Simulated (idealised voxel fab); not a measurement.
Process module, titled voxel spacer lines
Cross-section cut: width 210 nm, square cells of 5 nm.
Cross-section format: a grid of square cells, given as bands from top to bottom; each band is one or more rows of cells. Read a band's entry like this: the first values are the height of its top and the height of its bottom in nm, and what follows is the sequence of materials from left to right, each with its width in nm. Note that "blank" is empty space, and that a single material marked "all across" reaches across the band from edge to edge. Measure heights from 0. That's the level where, below it, the as-received wafer is all one material. The lowest band is bottomless and extends downward; write it as in "0..down". So if you see something like "30 to 40" for the width, read it as the top row of the band sitting at the first number and the bottom row at the second, with every row in between moving by the same amount as the last. You'll sometimes find "nothing altered" written for a step, and that's the way of saying that nowhere in the cross-section did a cell change during that step. The entry "Enclosed void catalog" lists the empty spaces that cover at least 8 cells and have no open path to the top. Each is written as width x height at distance, where the distance is measured from the left edge and all three values are in nm. after a step's settings: what the simulator itself notes on the step. overlay nm: on a step with a mask, how far right of its planned place the mask lay; negative means left.

List of planned process steps:
1,RECEIVE | material Si
2,CONFORMAL_DEP | material Al2O3 | thk nm 10
3,DIRECTIONAL_DEP | material W | thk nm 15
4,DIRECTIONAL_DEP | material aC | thk nm 30
5,PATTERN | tone cover | mask id MANDREL | material resist | width nm 20 | pitch nm 70 | thk nm 35 | overlay nm -15
6,DIRECTIONAL_ETCH | etch materials aC | depth nm 30
7,STRIP | etch materials resist
8,CONFORMAL_DEP | material SiO2 | thk nm 15
9,DIRECTIONAL_ETCH | etch materials SiO2 | depth nm 15
10,STRIP | etch materials aC
11,DIRECTIONAL_ETCH | etch materials W | depth nm 15
12,STRIP | etch materials SiO2
13,FILL_DEP | material lowk | thk nm 10
14,CMP | height nm 25
Variable across wafers: step 5 overlay nm (plan value is that of the first wafer; starting state common to all).

This is how the first of several wafers looked in cross-section when it arrived, which is after step 1:
    0..down | Si all across
    Enclosed void catalog: none

Wafer cross-section (first of several) - module end, post step 14 (last step):
    25..10 | lowk: 30  W: 15  lowk: 20  W: 15  lowk: 20  W: 15  lowk: 20  W: 15  lowk: 60
    10..0 | Al2O3 all across
    0..down | Si all across
    Enclosed void catalog: none

The final wafer, sectioned at module end:
    25..10 | lowk: 60  W: 15  lowk: 20  W: 15  lowk: 20  W: 15  lowk: 20  W: 15  lowk: 30
    10..0 | Al2O3 all across
    0..down | Si all across
    Enclosed void catalog: none

Per wafer (row), end of module: delta in cells per material since receipt, (+) for gained, (-) for lost; closed voids after that:
overlay nm -15, +84 Al2O3, +36 W, +90 lowk, Enclosed void catalog: none
overlay nm -10, +84 Al2O3, +36 W, +90 lowk, Enclosed void catalog: none
overlay nm -5, +84 Al2O3, +36 W, +90 lowk, Enclosed void catalog: none
overlay nm 0, +84 Al2O3, +36 W, +90 lowk, Enclosed void catalog: none
overlay nm 5, +84 Al2O3, +36 W, +90 lowk, Enclosed void catalog: none
overlay nm 10, +84 Al2O3, +36 W, +90 lowk, Enclosed void catalog: none
overlay nm 15, +84 Al2O3, +36 W, +90 lowk, Enclosed void catalog: none
